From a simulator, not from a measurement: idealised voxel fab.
Process module name: voxel self aligned contacts
210 nm wide, 5 nm square cells: that's cross-section cut.
A cross-section in this document is a grid of square cells, and it is written down as bands, the top band listed before the ones below it; a band is made up of one or more rows of cells.
A band entry consists of two parts. The first gives the height of the band's top and the height of its bottom, in nm. The rest lists the band's materials from left to right, each with its width in nm. A single material labelled with the word "all across" fills the band from edge to edge, and the word "air" marks empty space.
We count height from 0. Below that, the starting wafer is all one material. The lowest band never ends at the bottom but goes on down; see "0 nm and below" for how that is written.
A width such as "30 to 40" changes by the same amount from each row of cells to the next, from the band's top row to its bottom row.
"remained unchanged" -> step changed no cross-section cell.
Each empty space that has no open way to the top and spans at least 8 cells appears under "Enclosed void entries" as width x height at distance, the distance counted from the left edge, all in nm.
Note: text after step settings on the step line = simulator remark on that step.
"overlay nm" denotes, for a step that has a mask, the displacement of the mask to the right of its planned place, with negative values corresponding to the left.

### Steps planned for the process
1 RECEIVE, material Si
2 OXIDIZE, depth nm 5
3 DIRECTIONAL_DEP, material polySi, thk nm 25
4 DIRECTIONAL_DEP, material SiN, thk nm 20
5 PATTERN, tone cover, mask id GATE, material resist, width nm 30, pitch nm 55, thk nm 15, overlay nm 0
6 DIRECTIONAL_ETCH, etch materials SiN, depth nm 20
7 DIRECTIONAL_ETCH, etch materials polySi, depth nm 25
8 STRIP, etch materials resist
9 CONFORMAL_DEP, material SiN, thk nm 5
10 DIRECTIONAL_ETCH, etch materials SiN, depth nm 5
11 FILL_DEP, material SiO2, thk nm 15
12 CMP, height nm 55
13 PATTERN, tone open, mask id CONTACT, material resist, width nm 35, pitch nm 55, thk nm 15, overlay nm 0
14 DIRECTIONAL_ETCH, etch materials SiO2, depth nm 60
15 STRIP, etch materials resist
16 CONFORMAL_DEP, material TiN, thk nm 5
17 FILL_DEP, material W, thk nm 10
18 CMP, height nm 55
19 CONFORMAL_DEP, material SiCN, thk nm 5

### Delivered wafer in cross-section: state after step 1
- 0 nm and below: Si all across
- Enclosed void entries: none

### The cross-section shown corresponds to the wafer at the conclusion of the module. The initial structure and the process plan are those presented above; however, one mistake occurred in executing the plan
- 60 nm to 55 nm: SiCN all across
- 55 nm to 50 nm: SiO2 30 / SiN 40 / TiN 5 / W 5 / TiN 5 / SiN 40 / TiN 5 / W 5 / TiN 5 / SiN 40 / SiO2 30
- 50 nm to 30 nm: SiO2 30 / SiN 5 / polySi 30 / SiN 5 / TiN 5 / W 5 / TiN 5 / SiN 5 / polySi 30 / SiN 5 / TiN 5 / W 5 / TiN 5 / SiN 5 / polySi 30 / SiN 5 / SiO2 30
- 30 nm to 25 nm: SiO2 30 / SiN 5 / polySi 30 / SiN 5 / TiN 15 / SiN 5 / polySi 30 / SiN 5 / TiN 15 / SiN 5 / polySi 30 / SiN 5 / SiO2 30
- 25 nm to 0 nm: polySi all across
- 0 nm to -5 nm: SiO2 all across
- -5 nm and below: Si all across
- Enclosed void entries: none
What went wrong in running the wafer? step 3 of the plan was twice carried out
